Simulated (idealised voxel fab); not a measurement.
Process module heading - voxel quadruple lines
The cross-section on display is named cut; it measures 280 nm wide, and its cells are 5 nm squares.
Reading order for cross-sections: top band down to bottom band. Underlying form: a grid of square cells. Band size: one or more rows of cells. What a band's entry tells you: where the top is and where the bottom is, as heights in nm, and after that what lies inside, material by material from left to right, each with its width in nm. Empty space is written as the word "blank", and a single material marked with the word "full width" occupies the band from edge to edge. Beneath 0, the wafer as received is one material, and that level is where height counting begins. The lowest band goes on downward without a bottom; it is written like "0 -> down". The two numbers in a width such as "30..40" mark its ends across the band: the first belongs to the top row of cells, the second to the bottom row, and from each row to the next the width moves by the same amount. When a step is marked "nothing different", none of the cells in the cross-section changed during that step. "Sealed void list" means: voids of 8 cells or more that are shut off from the top with no open way through. Written width x height at distance, distance from the left edge, in nm. It should be noted that, on the line of a given step, the content following the step's settings is a remark produced by the simulator itself with respect to that step. overlay nm: on a step with a mask, how far right of its planned place the mask lay; negative means left.
Planned step list for the process:
1,RECEIVE | material Si
2,CONFORMAL_DEP | material SiO2 | thk nm 5
3,DIRECTIONAL_DEP | material W | thk nm 10
4,DIRECTIONAL_DEP | material polySi | thk nm 15
5,DIRECTIONAL_DEP | material aC | thk nm 25
6,PATTERN | tone cover | mask id MANDREL | material resist | width nm 30 | thk nm 35 | overlay nm 0
7,DIRECTIONAL_ETCH | etch materials aC | depth nm 25
8,STRIP | etch materials resist
9,CONFORMAL_DEP | material SiO2 | thk nm 10
10,DIRECTIONAL_ETCH | etch materials SiO2 | depth nm 10
11,STRIP | etch materials aC
12,DIRECTIONAL_ETCH | etch materials polySi | depth nm 15
13,STRIP | etch materials SiO2
14,CONFORMAL_DEP | material SiN | thk nm 10
15,DIRECTIONAL_ETCH | etch materials SiN | depth nm 10
16,STRIP | etch materials polySi
17,DIRECTIONAL_ETCH | etch materials W | depth nm 10
18,STRIP | etch materials SiN
Below: the first of two wafers, run as planned:
Incoming wafer in cross-section (state: after step 1):
- 0 -> down  Si full width
- Sealed void list: none
The following cross-section depicts the wafer upon completion of step 2:
- 5 -> 0  SiO2 full width
- Everything below 0 is unchanged.
The following cross-section depicts the wafer upon completion of step 3:
- 15 -> 5  W full width
- Everything below 5 is unchanged.
The following cross-section depicts the wafer upon completion of step 4:
- 30 -> 15  polySi full width
- Everything below 15 is unchanged.
The following cross-section depicts the wafer upon completion of step 5:
- 55 -> 30  aC full width
- Everything below 30 is unchanged.
The following cross-section depicts the wafer upon completion of step 6:
- 90 -> 55  blank=125, resist=30, blank=125
- Everything below 55 is unchanged.
The following cross-section depicts the wafer upon completion of step 7:
- 65 -> 55  blank=125, resist=30, blank=125
- 55 -> 30  blank=125, aC=30, blank=125
- Everything below 30 is unchanged.
The following cross-section depicts the wafer upon completion of step 8:
- 55 -> 30  blank=125, aC=30, blank=125
- Everything below 30 is unchanged.
The following cross-section depicts the wafer upon completion of step 9:
- 65 -> 55  blank=115, SiO2=50, blank=115
- 55 -> 40  blank=115, SiO2=10, aC=30, SiO2=10, blank=115
- 40 -> 30  SiO2=125, aC=30, SiO2=125
- Everything below 30 is unchanged.
The following cross-section depicts the wafer upon completion of step 10:
- 55 -> 30  blank=115, SiO2=10, aC=30, SiO2=10, blank=115
- Everything below 30 is unchanged.
The following cross-section depicts the wafer upon completion of step 11:
- 55 -> 30  blank=115, SiO2=10, blank=30, SiO2=10, blank=115
- Everything below 30 is unchanged.
The following cross-section depicts the wafer upon completion of step 12:
- 55 -> 30  blank=115, SiO2=10, blank=30, SiO2=10, blank=115
- 30 -> 15  blank=115, polySi=10, blank=30, polySi=10, blank=115
- Everything below 15 is unchanged.
The following cross-section depicts the wafer upon completion of step 13:
- 30 -> 15  blank=115, polySi=10, blank=30, polySi=10, blank=115
- Everything below 15 is unchanged.
The following cross-section depicts the wafer upon completion of step 14:
- 40 -> 30  blank=105, SiN=30, blank=10, SiN=30, blank=105
- 30 -> 25  blank=105, SiN=10, polySi=10, SiN=10, blank=10, SiN=10, polySi=10, SiN=10, blank=105
- 25 -> 15  SiN=115, polySi=10, SiN=30, polySi=10, SiN=115
- Everything below 15 is unchanged.
The following cross-section depicts the wafer upon completion of step 15:
- 30 -> 15  blank=105, SiN=10, polySi=10, SiN=10, blank=10, SiN=10, polySi=10, SiN=10, blank=105
- Everything below 15 is unchanged.
The following cross-section depicts the wafer upon completion of step 16:
- 30 -> 15  blank=105, SiN=10, blank=10, SiN=10, blank=10, SiN=10, blank=10, SiN=10, blank=105
- Everything below 15 is unchanged.
The following cross-section depicts the wafer upon completion of step 17:
- 30 -> 15  blank=105, SiN=10, blank=10, SiN=10, blank=10, SiN=10, blank=10, SiN=10, blank=105
- 15 -> 5  blank=105, W=10, blank=10, W=10, blank=10, W=10, blank=10, W=10, blank=105
- Everything below 5 is unchanged.
The following cross-section depicts the wafer upon completion of step 18:
- 15 -> 5  blank=105, W=10, blank=10, W=10, blank=10, W=10, blank=10, W=10, blank=105
- Everything below 5 is unchanged.
second wafer: like start, like plan, one mistake. Through step 5 it matches the first wafer:
Cross-section of the second wafer corresponding to the planned conclusion of step 6:
- 90 -> 55  blank=115, resist=30, blank=135
- Everything below 55 is unchanged.
Cross-section of the second wafer corresponding to the planned conclusion of step 7:
- 65 -> 55  blank=115, resist=30, blank=135
- 55 -> 30  blank=115, aC=30, blank=135
- Everything below 30 is unchanged.
Cross-section of the second wafer corresponding to the planned conclusion of step 8:
- 55 -> 30  blank=115, aC=30, blank=135
- Everything below 30 is unchanged.
Cross-section of the second wafer corresponding to the planned conclusion of step 9:
- 65 -> 55  blank=105, SiO2=50, blank=125
- 55 -> 40  blank=105, SiO2=10, aC=30, SiO2=10, blank=125
- 40 -> 30  SiO2=115, aC=30, SiO2=135
- Everything below 30 is unchanged.
Cross-section of the second wafer corresponding to the planned conclusion of step 10:
- 55 -> 30  blank=105, SiO2=10, aC=30, SiO2=10, blank=125
- Everything below 30 is unchanged.
Cross-section of the second wafer corresponding to the planned conclusion of step 11:
- 55 -> 30  blank=105, SiO2=10, blank=30, SiO2=10, blank=125
- Everything below 30 is unchanged.
Cross-section of the second wafer corresponding to the planned conclusion of step 12:
- 55 -> 30  blank=105, SiO2=10, blank=30, SiO2=10, blank=125
- 30 -> 15  blank=105, polySi=10, blank=30, polySi=10, blank=125
- Everything below 15 is unchanged.
Cross-section of the second wafer corresponding to the planned conclusion of step 13:
- 30 -> 15  blank=105, polySi=10, blank=30, polySi=10, blank=125
- Everything below 15 is unchanged.
Cross-section of the second wafer corresponding to the planned conclusion of step 14:
- 40 -> 30  blank=95, SiN=30, blank=10, SiN=30, blank=115
- 30 -> 25  blank=95, SiN=10, polySi=10, SiN=10, blank=10, SiN=10, polySi=10, SiN=10, blank=115
- 25 -> 15  SiN=105, polySi=10, SiN=30, polySi=10, SiN=125
- Everything below 15 is unchanged.
Cross-section of the second wafer corresponding to the planned conclusion of step 15:
- 30 -> 15  blank=95, SiN=10, polySi=10, SiN=10, blank=10, SiN=10, polySi=10, SiN=10, blank=115
- Everything below 15 is unchanged.
Cross-section of the second wafer corresponding to the planned conclusion of step 16:
- 30 -> 15  blank=95, SiN=10, blank=10, SiN=10, blank=10, SiN=10, blank=10, SiN=10, blank=115
- Everything below 15 is unchanged.
Cross-section of the second wafer corresponding to the planned conclusion of step 17:
- 30 -> 15  blank=95, SiN=10, blank=10, SiN=10, blank=10, SiN=10, blank=10, SiN=10, blank=115
- 15 -> 5  blank=95, W=10, blank=10, W=10, blank=10, W=10, blank=10, W=10, blank=115
- Everything below 5 is unchanged.
Cross-section of the second wafer corresponding to the planned conclusion of step 18:
- 15 -> 5  blank=95, W=10, blank=10, W=10, blank=10, W=10, blank=10, W=10, blank=115
- Everything below 5 is unchanged.
Finding, execution versus plan: step 6: run off-plan, actual operation and settings PATTERN | tone cover | mask id MANDREL | material resist | width nm 30 | thk nm 35 | overlay nm -10
End check, second vs first wafer: material counts in cells match, positions do not.
